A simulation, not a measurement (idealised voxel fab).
Process module, titled voxel capacitor over wiring
Cross-sectional view cut (width: 230 nm; square cell size: 5 nm).
Cross-section format: a grid of square cells, given as bands from top to bottom; each band is one or more rows of cells.
Band entry format. Leading values: height of top, height of bottom, nm. Remainder: materials in left-to-right order, each with its width in nm. Special words: "edge to edge" on a single material, which then fills the band edge to edge; "air", empty space.
All heights in this document are referenced to 0, defined as the level beneath which the wafer, as received, consists entirely of one material. The lowest band is not bounded below; it extends indefinitely downward and is written in the form "from 0 down".
The expression "30..40" gives the width at the extremes of the band, the first number at its top row of cells and the second at its bottom row, with the width changing by equal amounts from each row to the next in between.
It should be understood that the words "nothing was modified", when stated for a given step, signify that the cross-section underwent no change in any of its cells during that step.
Closed empty spaces (no open way to the top) of 8 cells or more are what "Unvented cavities" lists, each as width x height at distance from the left edge, nm for all three.
Heads up: the bit after the settings on a step's line is the simulator's remark on that step.
"overlay nm" denotes, for a step that has a mask, the displacement of the mask to the right of its planned place, with negative values corresponding to the left.
### The steps planned for the process are as follows
1. RECEIVE: material Si
2. CONFORMAL_DEP: material SiO2, thk nm 15
3. DIRECTIONAL_DEP: material TiN, thk nm 5
4. DIRECTIONAL_DEP: material Ru, thk nm 15
5. MASKED_ETCH: tone cover, mask id METAL_1, width nm 25, pitch nm 80, etch materials Ru, depth nm 15, overlay nm 0
6. MASKED_ETCH: tone cover, mask id METAL_1, width nm 25, pitch nm 80, etch materials TiN, depth nm 5, overlay nm 0
7. FILL_DEP: material SiO2, thk nm 5
8. CMP: height nm 35
9. CONFORMAL_DEP: material SiCN, thk nm 5
10. DIRECTIONAL_DEP: material SiO2, thk nm 20
11. PATTERN: tone open, mask id PLUG_1, material resist, width nm 15, thk nm 20, overlay nm 0
12. DIRECTIONAL_ETCH: etch materials SiO2, depth nm 20
13. DIRECTIONAL_ETCH: etch materials SiCN, depth nm 5
14. STRIP: etch materials resist
15. CONFORMAL_DEP: material TiN, thk nm 5
16. FILL_DEP: material Cu, thk nm 5
17. CMP: height nm 60
18. DIRECTIONAL_DEP: material TiN, thk nm 5
19. DIRECTIONAL_DEP: material SiN, thk nm 5
20. DIRECTIONAL_DEP: material TiN, thk nm 10
21. PATTERN: tone cover, mask id UPPER_PLATE, material resist, width nm 60, thk nm 20, overlay nm 0
22. DIRECTIONAL_ETCH: etch materials TiN, depth nm 10
23. DIRECTIONAL_ETCH: etch materials SiN, depth nm 5
24. STRIP: etch materials resist
25. DIRECTIONAL_DEP: material aC, thk nm 15
26. PATTERN: tone cover, mask id LOWER_PLATE, material resist, width nm 70, thk nm 30, overlay nm 0
27. DIRECTIONAL_ETCH: etch materials aC, depth nm 15
28. STRIP: etch materials resist
29. DIRECTIONAL_ETCH: etch materials TiN, depth nm 5
30. STRIP: etch materials aC
31. FILL_DEP: material SiO2, thk nm 15
32. CMP: height nm 90
33. DIRECTIONAL_DEP: material aC, thk nm 10
34. PATTERN: tone open, mask id PLUG_2, material resist, width nm 15, thk nm 30, overlay nm 0
35. DIRECTIONAL_ETCH: etch materials aC, depth nm 10
36. STRIP: etch materials resist
37. DIRECTIONAL_ETCH: etch materials SiO2, depth nm 10
38. STRIP: etch materials aC
39. CONFORMAL_DEP: material TiN, thk nm 5
40. FILL_DEP: material Ru, thk nm 5
41. CMP: height nm 90
42. CONFORMAL_DEP: material SiCN, thk nm 5
### as received, after step 1
	from 0 down  Si edge to edge
	Unvented cavities: none
### Figure: cross-sectional view of the wafer upon completion of the module, processed from the initial state and according to the plan depicted above, with one error introduced during execution
	from 85 to 80  SiCN edge to edge
	from 80 to 70  SiO2 70, then TiN 60, then SiO2 100
	from 70 to 65  SiO2 70, then SiN 60, then SiO2 100
	from 65 to 60  SiO2 65, then TiN 70, then SiO2 95
	from 60 to 40  SiO2 70, then TiN 5, then Cu 5, then TiN 5, then SiO2 145
	from 40 to 35  SiCN 70, then TiN 15, then SiCN 145
	from 35 to 20  SiO2 60, then Ru 25, then SiO2 55, then Ru 25, then SiO2 65
	from 20 to 15  SiO2 60, then TiN 25, then SiO2 55, then TiN 25, then SiO2 65
	from 15 to 0  SiO2 edge to edge
	from 0 down  Si edge to edge
	Unvented cavities: none
Misprocessing identified: step 41 was processed under conditions differing from the plan, specifically as CMP: height nm 80
